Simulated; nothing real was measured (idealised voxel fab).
process module | voxel double patterning
It is cross-section cut that appears here, measuring 210 nm in width, its square cells being 5 nm in size.
A cross-section is written here as square cells arranged in a grid, and it is given in bands from the top down, each band taking up one or more rows of cells.
Heights first: top, then bottom, in nm. Then materials, left to right, each with a width in nm. "throughout" on a single material: fills the band edge to edge. "blank": empty space.
Below 0: as-received wafer, all one material; heights counted from there. Lowest band: no bottom, goes on down, written "0 down".
The expression "30->40" gives the width at the extremes of the band, the first number at its top row of cells and the second at its bottom row, with the width changing by equal amounts from each row to the next in between.
"all unchanged" -> step changed no cross-section cell.
Look at "Sealed void list" for the closed voids: empty spaces with no open path to the top, sized 8 cells or up. Each is width x height at distance, distance from the left edge, all nm.
Heads up: the bit after the settings on a step's line is the simulator's remark on that step.
Steps that use a mask can have "overlay nm" on their line. It says how far the mask sat to the right of where it was meant to be. Negative means to the left.
Process steps - plan
1,RECEIVE: material Si
2,CONFORMAL_DEP: material SiO2, thk nm 5
3,DIRECTIONAL_DEP: material W, thk nm 20
4,DIRECTIONAL_DEP: material SiN, thk nm 10
5,DIRECTIONAL_DEP: material aC, thk nm 10
6,PATTERN: tone open, mask id FIRST, material resist, width nm 15, pitch nm 50, thk nm 30, overlay nm 0
7,DIRECTIONAL_ETCH: etch materials aC, depth nm 10
8,STRIP: etch materials resist
9,DIRECTIONAL_ETCH: etch materials SiN, depth nm 10
10,STRIP: etch materials aC
11,DIRECTIONAL_DEP: material aC, thk nm 15
12,PATTERN: tone open, mask id SECOND, material resist, width nm 15, thk nm 35, overlay nm 0
13,DIRECTIONAL_ETCH: etch materials aC, depth nm 15
14,STRIP: etch materials resist
15,DIRECTIONAL_ETCH: etch materials SiN, depth nm 10
16,STRIP: etch materials aC
17,DIRECTIONAL_ETCH: etch materials W, depth nm 20
18,STRIP: etch materials SiN
Account of the first of two wafers, which was processed as intended
Wafer cross-section on receipt, i.e. after step 1
> 0 down: Si throughout
> Sealed void list: none
So this is the wafer cross-section right after step 2
> 5 to 0: SiO2 throughout
> Below 0 it's all the same as before, nothing changed down there.
So this is the wafer cross-section right after step 3
> 25 to 5: W throughout
> Below 5 it's all the same as before, nothing changed down there.
So this is the wafer cross-section right after step 4
> 35 to 25: SiN throughout
> Below 25 it's all the same as before, nothing changed down there.
So this is the wafer cross-section right after step 5
> 45 to 35: aC throughout
> Below 35 it's all the same as before, nothing changed down there.
So this is the wafer cross-section right after step 6
> 75 to 45: resist 70 nm, then blank 15 nm, then resist 35 nm, then blank 15 nm, then resist 75 nm
> Below 45 it's all the same as before, nothing changed down there.
So this is the wafer cross-section right after step 7
> 65 to 45: resist 70 nm, then blank 15 nm, then resist 35 nm, then blank 15 nm, then resist 75 nm
> 45 to 35: aC 70 nm, then blank 15 nm, then aC 35 nm, then blank 15 nm, then aC 75 nm
> Below 35 it's all the same as before, nothing changed down there.
So this is the wafer cross-section right after step 8
> 45 to 35: aC 70 nm, then blank 15 nm, then aC 35 nm, then blank 15 nm, then aC 75 nm
> Below 35 it's all the same as before, nothing changed down there.
So this is the wafer cross-section right after step 9
> 45 to 35: aC 70 nm, then blank 15 nm, then aC 35 nm, then blank 15 nm, then aC 75 nm
> 35 to 25: SiN 70 nm, then blank 15 nm, then SiN 35 nm, then blank 15 nm, then SiN 75 nm
> Below 25 it's all the same as before, nothing changed down there.
So this is the wafer cross-section right after step 10
> 35 to 25: SiN 70 nm, then blank 15 nm, then SiN 35 nm, then blank 15 nm, then SiN 75 nm
> Below 25 it's all the same as before, nothing changed down there.
So this is the wafer cross-section right after step 11
> 50 to 40: aC 70 nm, then blank 15 nm, then aC 35 nm, then blank 15 nm, then aC 75 nm
> 40 to 35: aC throughout
> 35 to 25: SiN 70 nm, then aC 15 nm, then SiN 35 nm, then aC 15 nm, then SiN 75 nm
> Below 25 it's all the same as before, nothing changed down there.
So this is the wafer cross-section right after step 12
> 85 to 50: resist 95 nm, then blank 15 nm, then resist 100 nm
> 50 to 40: aC 70 nm, then resist 15 nm, then aC 35 nm, then resist 15 nm, then aC 75 nm
> Below 40 it's all the same as before, nothing changed down there.
So this is the wafer cross-section right after step 13
> 70 to 50: resist 95 nm, then blank 15 nm, then resist 100 nm
> 50 to 40: aC 70 nm, then resist 15 nm, then aC 10 nm, then blank 15 nm, then aC 10 nm, then resist 15 nm, then aC 75 nm
> 40 to 35: aC 95 nm, then blank 15 nm, then aC 100 nm
> Below 35 it's all the same as before, nothing changed down there.
So this is the wafer cross-section right after step 14
> 50 to 40: aC 70 nm, then blank 15 nm, then aC 10 nm, then blank 15 nm, then aC 10 nm, then blank 15 nm, then aC 75 nm
> Below 40 it's all the same as before, nothing changed down there.
So this is the wafer cross-section right after step 15
> 50 to 40: aC 70 nm, then blank 15 nm, then aC 10 nm, then blank 15 nm, then aC 10 nm, then blank 15 nm, then aC 75 nm
> 40 to 35: aC 95 nm, then blank 15 nm, then aC 100 nm
> 35 to 25: SiN 70 nm, then aC 15 nm, then SiN 10 nm, then blank 15 nm, then SiN 10 nm, then aC 15 nm, then SiN 75 nm
> Below 25 it's all the same as before, nothing changed down there.
So this is the wafer cross-section right after step 16
> 35 to 25: SiN 70 nm, then blank 15 nm, then SiN 10 nm, then blank 15 nm, then SiN 10 nm, then blank 15 nm, then SiN 75 nm
> Below 25 it's all the same as before, nothing changed down there.
So this is the wafer cross-section right after step 17
> 35 to 25: SiN 70 nm, then blank 15 nm, then SiN 10 nm, then blank 15 nm, then SiN 10 nm, then blank 15 nm, then SiN 75 nm
> 25 to 5: W 70 nm, then blank 15 nm, then W 10 nm, then blank 15 nm, then W 10 nm, then blank 15 nm, then W 75 nm
> Below 5 it's all the same as before, nothing changed down there.
So this is the wafer cross-section right after step 18
> 25 to 5: W 70 nm, then blank 15 nm, then W 10 nm, then blank 15 nm, then W 10 nm, then blank 15 nm, then W 75 nm
> Below 5 it's all the same as before, nothing changed down there.
Second wafer - shared start and plan with the first - one error in running - same as the first up to step 11 inclusive
Cross-section of the second wafer corresponding to the planned conclusion of step 12
> 85 to 50: resist 105 nm, then blank 15 nm, then resist 90 nm
> 50 to 40: aC 70 nm, then resist 15 nm, then aC 35 nm, then resist 15 nm, then aC 75 nm
> Below 40 it's all the same as before, nothing changed down there.
Cross-section of the second wafer corresponding to the planned conclusion of step 13
> 70 to 50: resist 105 nm, then blank 15 nm, then resist 90 nm
> 50 to 40: aC 70 nm, then resist 15 nm, then aC 20 nm, then blank 15 nm, then resist 15 nm, then aC 75 nm
> 40 to 35: aC 105 nm, then blank 15 nm, then aC 90 nm
> Below 35 it's all the same as before, nothing changed down there.
Cross-section of the second wafer corresponding to the planned conclusion of step 14
> 50 to 40: aC 70 nm, then blank 15 nm, then aC 20 nm, then blank 30 nm, then aC 75 nm
> Below 40 it's all the same as before, nothing changed down there.
Cross-section of the second wafer corresponding to the planned conclusion of step 15
> 50 to 40: aC 70 nm, then blank 15 nm, then aC 20 nm, then blank 30 nm, then aC 75 nm
> 40 to 35: aC 105 nm, then blank 15 nm, then aC 90 nm
> 35 to 25: SiN 70 nm, then aC 15 nm, then SiN 20 nm, then blank 15 nm, then aC 15 nm, then SiN 75 nm
> Below 25 it's all the same as before, nothing changed down there.
Cross-section of the second wafer corresponding to the planned conclusion of step 16
> 35 to 25: SiN 70 nm, then blank 15 nm, then SiN 20 nm, then blank 30 nm, then SiN 75 nm
> Below 25 it's all the same as before, nothing changed down there.
Cross-section of the second wafer corresponding to the planned conclusion of step 17
> 35 to 25: SiN 70 nm, then blank 15 nm, then SiN 20 nm, then blank 30 nm, then SiN 75 nm
> 25 to 5: W 70 nm, then blank 15 nm, then W 20 nm, then blank 30 nm, then W 75 nm
> Below 5 it's all the same as before, nothing changed down there.
Cross-section of the second wafer corresponding to the planned conclusion of step 18
> 25 to 5: W 70 nm, then blank 15 nm, then W 20 nm, then blank 30 nm, then W 75 nm
> Below 5 it's all the same as before, nothing changed down there.
Which mistake was made when the wafer was run? not per plan at step 12, really ran PATTERN: tone open, mask id SECOND, material resist, width nm 15, thk nm 35, overlay nm 10
By the end, you'd get the same cell count for each material on either wafer, but the second wafer puts them somewhere else.
